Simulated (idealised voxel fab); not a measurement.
Process module under the name voxel spacer lines
Xsec cut, 220 nm wide, square cell size 5 nm.
Heads up, the way a cross-section reads in here is a grid of square cells, handed over as bands from the top down, with every band being one or more rows of cells. Heights first: top, then bottom, in nm. Then materials, left to right, each with a width in nm. "everywhere" on a single material: fills the band edge to edge. "air": empty space. For the purposes of this specification, 0 denotes the height below which the wafer in its as-received condition is composed wholly of one material, and the lowermost band, lacking a lower limit, extends downward without end, as expressed in "0 -> down". A width given as "30..40" starts at the first number in the band's top row and ends at the second number in its bottom row, shifting by an equal amount at every step from row to row. Given "nothing altered" for a step, no cell of the cross-section differs between before and after that step. Look at "Sealed internal cavities" for the closed voids: empty spaces with no open path to the top, sized 8 cells or up. Each is width x height at distance, distance from the left edge, all nm. Where a step's line continues beyond its settings, the continuation is a remark by the simulator itself on that step. Regarding "overlay nm": on a step with a mask, it is the distance the mask lay to the right of its planned place; a negative value places it to the left.

Here's what the planned process steps look like:
1) RECEIVE | material Si
2) CONFORMAL_DEP | material Al2O3 | thk nm 10
3) DIRECTIONAL_DEP | material TiN | thk nm 15
4) DIRECTIONAL_DEP | material polySi | thk nm 30
5) PATTERN | tone cover | mask id MANDREL | material resist | width nm 25 | pitch nm 70 | thk nm 35 | overlay nm -15
6) DIRECTIONAL_ETCH | etch materials polySi | depth nm 30
7) STRIP | etch materials resist
8) CONFORMAL_DEP | material SiO2 | thk nm 10
9) DIRECTIONAL_ETCH | etch materials SiO2 | depth nm 10
10) STRIP | etch materials polySi
11) DIRECTIONAL_ETCH | etch materials TiN | depth nm 15
12) STRIP | etch materials SiO2
13) FILL_DEP | material SiO2 | thk nm 5
14) CMP | height nm 25
All wafers enter the flow in the same state. The overlay nm at step 5 differs from wafer to wafer, and the plan gives the value for the first wafer.

Step 1 complete: as-received cross-section of the first of several wafers:
- 0 -> down  Si everywhere
- Sealed internal cavities: none

Once step 14, the last step, is complete, the module is at its end; this is the cross-section of the first of several wafers:
- 25 -> 10  SiO2 35  TiN 10  SiO2 25  TiN 10  SiO2 25  TiN 10  SiO2 25  TiN 10  SiO2 70
- 10 -> 0  Al2O3 everywhere
- 0 -> down  Si everywhere
- Sealed internal cavities: none

Of the several wafers, the last: cross-section at the end of the module:
- 25 -> 10  SiO2 65  TiN 10  SiO2 25  TiN 10  SiO2 25  TiN 10  SiO2 25  TiN 10  SiO2 40
- 10 -> 0  Al2O3 everywhere
- 0 -> down  Si everywhere
- Sealed internal cavities: none

Note: the following table is arranged by wafer, a row apiece. Each row reports the end-of-module state: per material, cells gained (+) or cells lost (-) compared with the wafer as received; closed voids follow:
overlay nm -15; +88 Al2O3; +108 SiO2; +24 TiN; Sealed internal cavities: none
overlay nm -10; +88 Al2O3; +108 SiO2; +24 TiN; Sealed internal cavities: none
overlay nm -5; +88 Al2O3; +108 SiO2; +24 TiN; Sealed internal cavities: none
overlay nm 0; +88 Al2O3; +108 SiO2; +24 TiN; Sealed internal cavities: none
overlay nm 5; +88 Al2O3; +108 SiO2; +24 TiN; Sealed internal cavities: none
overlay nm 10; +88 Al2O3; +108 SiO2; +24 TiN; Sealed internal cavities: none
overlay nm 15; +88 Al2O3; +108 SiO2; +24 TiN; Sealed internal cavities: none
